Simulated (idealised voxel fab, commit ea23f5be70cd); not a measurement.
voxel gate over fins: a process module
The cross-section shown here is cut; it is 265 nm wide and divided into square cells measuring 5 nm on a side.
Just so we're on the same page, the cross-sections are grids of square cells, and they're listed out in bands top to bottom, each band one or more rows deep. Basically the band line says how high the top is and how high the bottom is, in nm, and then what's in it from left to right, every material with its width in nm. Empty space shows up as "empty", and if a single material carries "all across" it runs the full band edge to edge. A quick word on heights: they are counted from 0, and under that level the wafer as it came to us is one material throughout. The lowest band is different from the rest in having no bottom; it simply continues downward, written as in "0 and below". The two numbers in a width such as "30 to 40" mark its ends across the band: the first belongs to the top row of cells, the second to the bottom row, and from each row to the next the width moves by the same amount. Any step labelled "no change occurred" changed none of the cells in the cross-section. Look at "Listed closed voids" for the closed voids: empty spaces with no open path to the top, sized 8 cells or up. Each is width x height at distance, distance from the left edge, all nm. Formally, on a step line, whatever follows the settings is a remark that the simulator itself makes on the step. "overlay nm", when on a step's line for a step with a mask, measures how far to the right of its planned place the mask lay; a negative measure means to the left.
List of planned process steps
1 RECEIVE,material Si
2 CONFORMAL_DEP,material SiN,thk nm 10
3 DIRECTIONAL_DEP,material aC,thk nm 10
4 PATTERN,tone cover,mask id FINS,material resist,width nm 15,pitch nm 50,thk nm 30,overlay nm 0
5 DIRECTIONAL_ETCH,etch materials aC,depth nm 10
6 STRIP,etch materials resist
7 DIRECTIONAL_ETCH,etch materials SiN,depth nm 10
8 DIRECTIONAL_ETCH,etch materials Si,depth nm 40
9 STRIP,etch materials aC
10 FILL_DEP,material SiO2,thk nm 15
11 CMP,height nm 10
12 PATTERN,tone open,mask id RAIL,material resist,width nm 15,thk nm 15,overlay nm 0
13 DIRECTIONAL_ETCH,etch materials SiO2,depth nm 45
14 STRIP,etch materials resist
15 CONFORMAL_DEP,material TiN,thk nm 5
16 FILL_DEP,material W,thk nm 10
17 CMP,height nm 10
18 SELECTIVE_ETCH,etch materials W Ru TiN,depth nm 25
19 FILL_DEP,material SiO2,thk nm 5
20 CMP,height nm 10
21 SELECTIVE_ETCH,etch materials SiO2,depth nm 20
22 STRIP,etch materials SiN
23 CONFORMAL_DEP,material HfO2,thk nm 5
24 CONFORMAL_DEP,material TiN,thk nm 5
25 CONFORMAL_DEP,material TiAl,thk nm 5
26 CONFORMAL_DEP,material TiN,thk nm 5
27 FILL_DEP,material W,thk nm 10
28 CMP,height nm 25
29 CONFORMAL_DEP,material SiCN,thk nm 10
Run as planned: first of two wafers
Cross-section of the wafer at receipt, which is the condition after step 1
	0 and below  Si all across
	Listed closed voids: none
Sectional view: wafer, after step 2
	10 down to 0  SiN all across
	Nothing below the height 0 has changed.
Sectional view: wafer, after step 3
	20 down to 10  aC all across
	Nothing below the height 10 has changed.
Sectional view: wafer, after step 4
	50 down to 20  empty 100  resist 15  empty 35  resist 15  empty 100
	Nothing below the height 20 has changed.
Sectional view: wafer, after step 5
	40 down to 20  empty 100  resist 15  empty 35  resist 15  empty 100
	20 down to 10  empty 100  aC 15  empty 35  aC 15  empty 100
	Nothing below the height 10 has changed.
Sectional view: wafer, after step 6
	20 down to 10  empty 100  aC 15  empty 35  aC 15  empty 100
	Nothing below the height 10 has changed.
Sectional view: wafer, after step 7
	20 down to 10  empty 100  aC 15  empty 35  aC 15  empty 100
	10 down to 0  empty 100  SiN 15  empty 35  SiN 15  empty 100
	Nothing below the height 0 has changed.
Sectional view: wafer, after step 8
	20 down to 10  empty 100  aC 15  empty 35  aC 15  empty 100
	10 down to 0  empty 100  SiN 15  empty 35  SiN 15  empty 100
	0 down to -40  empty 100  Si 15  empty 35  Si 15  empty 100
	Nothing below the height -40 has changed.
Sectional view: wafer, after step 9
	10 down to 0  empty 100  SiN 15  empty 35  SiN 15  empty 100
	Nothing below the height 0 has changed.
Sectional view: wafer, after step 10
	25 down to 10  SiO2 all across
	10 down to 0  SiO2 100  SiN 15  SiO2 35  SiN 15  SiO2 100
	0 down to -40  SiO2 100  Si 15  SiO2 35  Si 15  SiO2 100
	Nothing below the height -40 has changed.
Sectional view: wafer, after step 11
	10 down to 0  SiO2 100  SiN 15  SiO2 35  SiN 15  SiO2 100
	Nothing below the height 0 has changed.
Sectional view: wafer, after step 12
	25 down to 10  resist 125  empty 15  resist 125
	Nothing below the height 10 has changed.
Sectional view: wafer, after step 13
	25 down to 10  resist 125  empty 15  resist 125
	10 down to 0  SiO2 100  SiN 15  SiO2 10  empty 15  SiO2 10  SiN 15  SiO2 100
	0 down to -35  SiO2 100  Si 15  SiO2 10  empty 15  SiO2 10  Si 15  SiO2 100
	Nothing below the height -35 has changed.
Sectional view: wafer, after step 14
	10 down to 0  SiO2 100  SiN 15  SiO2 10  empty 15  SiO2 10  SiN 15  SiO2 100
	Nothing below the height 0 has changed.
Sectional view: wafer, after step 15
	15 down to 10  TiN 130  empty 5  TiN 130
	10 down to 0  SiO2 100  SiN 15  SiO2 10  TiN 5  empty 5  TiN 5  SiO2 10  SiN 15  SiO2 100
	0 down to -30  SiO2 100  Si 15  SiO2 10  TiN 5  empty 5  TiN 5  SiO2 10  Si 15  SiO2 100
	-30 down to -35  SiO2 100  Si 15  SiO2 10  TiN 15  SiO2 10  Si 15  SiO2 100
	Nothing below the height -35 has changed.
Sectional view: wafer, after step 16
	25 down to 15  W all across
	15 down to 10  TiN 130  W 5  TiN 130
	10 down to 0  SiO2 100  SiN 15  SiO2 10  TiN 5  W 5  TiN 5  SiO2 10  SiN 15  SiO2 100
	0 down to -30  SiO2 100  Si 15  SiO2 10  TiN 5  W 5  TiN 5  SiO2 10  Si 15  SiO2 100
	Nothing below the height -30 has changed.
Sectional view: wafer, after step 17
	10 down to 0  SiO2 100  SiN 15  SiO2 10  TiN 5  W 5  TiN 5  SiO2 10  SiN 15  SiO2 100
	Nothing below the height 0 has changed.
Sectional view: wafer, after step 18
	10 down to 0  SiO2 100  SiN 15  SiO2 10  empty 15  SiO2 10  SiN 15  SiO2 100
	0 down to -15  SiO2 100  Si 15  SiO2 10  empty 15  SiO2 10  Si 15  SiO2 100
	Nothing below the height -15 has changed.
Sectional view: wafer, after step 19
	15 down to 10  SiO2 all across
	10 down to 0  SiO2 100  SiN 15  SiO2 35  SiN 15  SiO2 100
	0 down to -15  SiO2 100  Si 15  SiO2 35  Si 15  SiO2 100
	Nothing below the height -15 has changed.
Sectional view: wafer, after step 20
	10 down to 0  SiO2 100  SiN 15  SiO2 35  SiN 15  SiO2 100
	Nothing below the height 0 has changed.
Sectional view: wafer, after step 21
	10 down to 0  empty 100  SiN 15  empty 35  SiN 15  empty 100
	0 down to -10  empty 100  Si 15  empty 35  Si 15  empty 100
	Nothing below the height -10 has changed.
Sectional view: wafer, after step 22
	0 down to -10  empty 100  Si 15  empty 35  Si 15  empty 100
	Nothing below the height -10 has changed.
Sectional view: wafer, after step 23
	5 down to 0  empty 95  HfO2 25  empty 25  HfO2 25  empty 95
	0 down to -5  empty 95  HfO2 5  Si 15  HfO2 5  empty 25  HfO2 5  Si 15  HfO2 5  empty 95
	-5 down to -10  HfO2 100  Si 15  HfO2 35  Si 15  HfO2 100
	Nothing below the height -10 has changed.
Sectional view: wafer, after step 24
	10 down to 5  empty 90  TiN 35  empty 15  TiN 35  empty 90
	5 down to 0  empty 90  TiN 5  HfO2 25  TiN 5  empty 15  TiN 5  HfO2 25  TiN 5  empty 90
	0 down to -5  TiN 95  HfO2 5  Si 15  HfO2 5  TiN 25  HfO2 5  Si 15  HfO2 5  TiN 95
	Nothing below the height -5 has changed.
Sectional view: wafer, after step 25
	15 down to 10  empty 85  TiAl 45  empty 5  TiAl 45  empty 85
	10 down to 5  empty 85  TiAl 5  TiN 35  TiAl 5  empty 5  TiAl 5  TiN 35  TiAl 5  empty 85
	5 down to 0  TiAl 90  TiN 5  HfO2 25  TiN 5  TiAl 15  TiN 5  HfO2 25  TiN 5  TiAl 90
	Nothing below the height 0 has changed.
Sectional view: wafer, after step 26
	20 down to 15  empty 80  TiN 105  empty 80
	15 down to 10  empty 80  TiN 5  TiAl 45  TiN 5  TiAl 45  TiN 5  empty 80
	10 down to 5  TiN 85  TiAl 5  TiN 35  TiAl 5  TiN 5  TiAl 5  TiN 35  TiAl 5  TiN 85
	Nothing below the height 5 has changed.
Sectional view: wafer, after step 27
	30 down to 20  W all across
	20 down to 15  W 80  TiN 105  W 80
	15 down to 10  W 80  TiN 5  TiAl 45  TiN 5  TiAl 45  TiN 5  W 80
	Nothing below the height 10 has changed.
Sectional view: wafer, after step 28
	25 down to 20  W all across
	Nothing below the height 20 has changed.
Sectional view: wafer, after step 29
	35 down to 25  SiCN all across
	Nothing below the height 25 has changed.
Second wafer, same starting conditions and recipe as the first, one mistake in executing it, nothing differs from the first up to and including step 24
At the planned end of step 25, the second wafer in cross-section
	15 down to 5  empty 85  TiN 45  empty 5  TiN 45  empty 85
	5 down to 0  TiN 95  HfO2 25  TiN 25  HfO2 25  TiN 95
	Nothing below the height 0 has changed.
At the planned end of step 26, the second wafer in cross-section
	20 down to 15  empty 80  TiAl 105  empty 80
	15 down to 10  empty 80  TiAl 5  TiN 45  TiAl 5  TiN 45  TiAl 5  empty 80
	10 down to 5  TiAl 85  TiN 45  TiAl 5  TiN 45  TiAl 85
	Nothing below the height 5 has changed.
At the planned end of step 27, the second wafer in cross-section
	30 down to 20  W all across
	20 down to 15  W 80  TiAl 105  W 80
	15 down to 10  W 80  TiAl 5  TiN 45  TiAl 5  TiN 45  TiAl 5  W 80
	Nothing below the height 10 has changed.
At the planned end of step 28, the second wafer in cross-section
	25 down to 20  W all across
	Nothing below the height 20 has changed.
At the planned end of step 29, the second wafer in cross-section
	35 down to 25  SiCN all across
	Nothing below the height 25 has changed.
Short version of what went wrong: steps 25 and 26 of the plan were each performed in the slot designated for the other
Final difference in cells, second wafer against first, listed per material as more or fewer: TiAl: 2 fewer, TiN: 2 more
